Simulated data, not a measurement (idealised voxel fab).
Process module, titled voxel fin reveal
It is cross-section cut that appears here, measuring 155 nm in width, its square cells being 5 nm in size.
In this document a cross-section is written as a grid of square cells. It is given as a series of bands, listed from the top down, and a band is one or more rows of cells.
Band: top and bottom heights (nm) first, top before bottom; then materials from left to right, widths in nm. "throughout" marks a sole material filling the band edge to edge. "blank" denotes empty space.
Heights are measured from 0, the level below which the as-received wafer is all one material; the lowest band has no bottom and continues downward, written as in "0 nm and below".
When a width is written as two numbers, as in "30..40", the first number is the width in the top row of cells of the band and the second is the width in its bottom row, and the width changes by the same amount from each row to the next.
The designation "remained unchanged", where it is given for a processing step, indicates that no cell of the cross-section was altered in the course of that step.
Look at "Closed voids list" for the closed voids: empty spaces with no open path to the top, sized 8 cells or up. Each is width x height at distance, distance from the left edge, all nm.
If you see something after the settings on a step's line, that's the simulator's own remark about that step.
overlay nm: how far to the right of its planned place the mask lay on this masked step (negative: to the left).
Planned step list for the process:
1: op RECEIVE | material Si
2: op CONFORMAL_DEP | material SiN | thk nm 5
3: op MASKED_ETCH | tone cover | mask id FINS | width nm 15 | pitch nm 40 | etch materials SiN | depth nm 5 | overlay nm 0
4: op MASKED_ETCH | tone cover | mask id FINS | width nm 15 | pitch nm 40 | etch materials Si | depth nm 35 | overlay nm 0
5: op OXIDIZE | depth nm 5
6: op FILL_DEP | material SiO2 | thk nm 10
7: op CMP | height nm 5
8: op SELECTIVE_ETCH | etch materials SiO2 | depth nm 30
9: op STRIP | etch materials SiN
This is the cross-section of the wafer as we received it, i.e. after step 1:
- 0 nm and below  Si throughout
- Closed voids list: none
First wafer of two, sectioned at end of module; run went per plan:
- 0 nm to -25 nm  blank (35), then Si (5), then blank (35), then Si (5), then blank (35), then Si (5), then blank (35)
- -25 nm to -40 nm  SiO2 (35), then Si (5), then SiO2 (35), then Si (5), then SiO2 (35), then Si (5), then SiO2 (35)
- -40 nm and below  Si throughout
- Closed voids list: none
This cross-section belongs to the second wafer of two at the end of the module; the start and the plan were shared with the first, and the run included one mistake:
- 0 nm to -25 nm  blank (35), then Si (5), then blank (35), then Si (5), then blank (35), then Si (5), then blank (35)
- -25 nm to -50 nm  SiO2 (35), then Si (5), then SiO2 (35), then Si (5), then SiO2 (35), then Si (5), then SiO2 (35)
- -50 nm and below  Si throughout
- Closed voids list: none
Which mistake was made when the wafer was run? step 4 was not run as planned; what actually ran was op MASKED_ETCH | tone cover | mask id FINS | width nm 15 | pitch nm 40 | etch materials Si | depth nm 45 | overlay nm 0
End of process, cell counts, second wafer against first, materials with more or fewer: 56 fewer of Si; 56 more of SiO2
